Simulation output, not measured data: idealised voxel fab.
Presented below is a process module, voxel self aligned contacts.
Displayed cross-section: cut, width of 210 nm, square cells sized 5 nm.
In what follows, cross-sections appear as grids of square cells, described through bands that run from the top down, where every band is one or more rows of cells. Heights first: top, then bottom, in nm. Then materials, left to right, each with a width in nm. "full width" on a single material: fills the band edge to edge. "air": empty space. Height 0 is the level under which the wafer as received is all one material. The lowest band goes on downwards, as in "z 0 and below". A width such as "30->40" changes by the same amount from each row of cells to the next, from the band's top row to its bottom row. No cell of the cross-section changed in a step that is given as "all unchanged". Listed in "Fully sealed cavities": every empty space of 8 or more cells without an open way to the top. Form: width x height at distance, the distance being from the left edge, all in nm. Past the settings on a step's line: simulator remark, on that step. On any step carrying a mask, the "overlay nm" setting, if present on the step's line, tells how far right of its planned place the mask lay; negative values point to the left.
# Process steps foreseen in the plan
step 1: RECEIVE,material Si
step 2: CONFORMAL_DEP,material SiO2,thk nm 5
step 3: DIRECTIONAL_DEP,material polySi,thk nm 30
step 4: DIRECTIONAL_DEP,material SiN,thk nm 20
step 5: PATTERN,tone cover,mask id GATE,material resist,width nm 30,pitch nm 55,thk nm 15,overlay nm 0
step 6: DIRECTIONAL_ETCH,etch materials SiN,depth nm 20
step 7: DIRECTIONAL_ETCH,etch materials polySi,depth nm 30
step 8: STRIP,etch materials resist
step 9: CONFORMAL_DEP,material SiN,thk nm 5
step 10: DIRECTIONAL_ETCH,etch materials SiN,depth nm 5
step 11: FILL_DEP,material SiO2,thk nm 15
step 12: CMP,height nm 50
step 13: MASKED_ETCH,tone open,mask id CONTACT,width nm 35,pitch nm 55,etch materials SiO2,depth nm 60,overlay nm 0
step 14: CONFORMAL_DEP,material TiN,thk nm 5
step 15: FILL_DEP,material W,thk nm 5
step 16: CMP,height nm 60
step 17: CONFORMAL_DEP,material SiCN,thk nm 5
For clarity, it should be stated that the wafers under discussion commence in an identical condition and differ with respect to the height nm of step 12, the plan indicating the value that the first wafer had.
# So this is the first of several wafers, cross-sectioned as it came to us, meaning it's at the end of step 1
    z 0 and below | Si full width
    Fully sealed cavities: none
# Gained (+) or lost (-) cells of each material since receipt, then closed voids: one row per wafer, at the end of the module
height nm 50; +42 SiCN; +108 SiN; +144 SiO2; +82 TiN; +62 W; +108 polySi; Fully sealed cavities: none
height nm 55; +42 SiCN; +132 SiN; +156 SiO2; +86 TiN; +22 W; +108 polySi; Fully sealed cavities: none
height nm 60; +42 SiCN; +132 SiN; +184 SiO2; +58 TiN; +22 W; +108 polySi; Fully sealed cavities: none
height nm 65; +42 SiCN; +132 SiN; +190 SiO2; +54 TiN; +20 W; +108 polySi; Fully sealed cavities: none
height nm 70; +42 SiCN; +132 SiN; +196 SiO2; +50 TiN; +18 W; +108 polySi; Fully sealed cavities: none
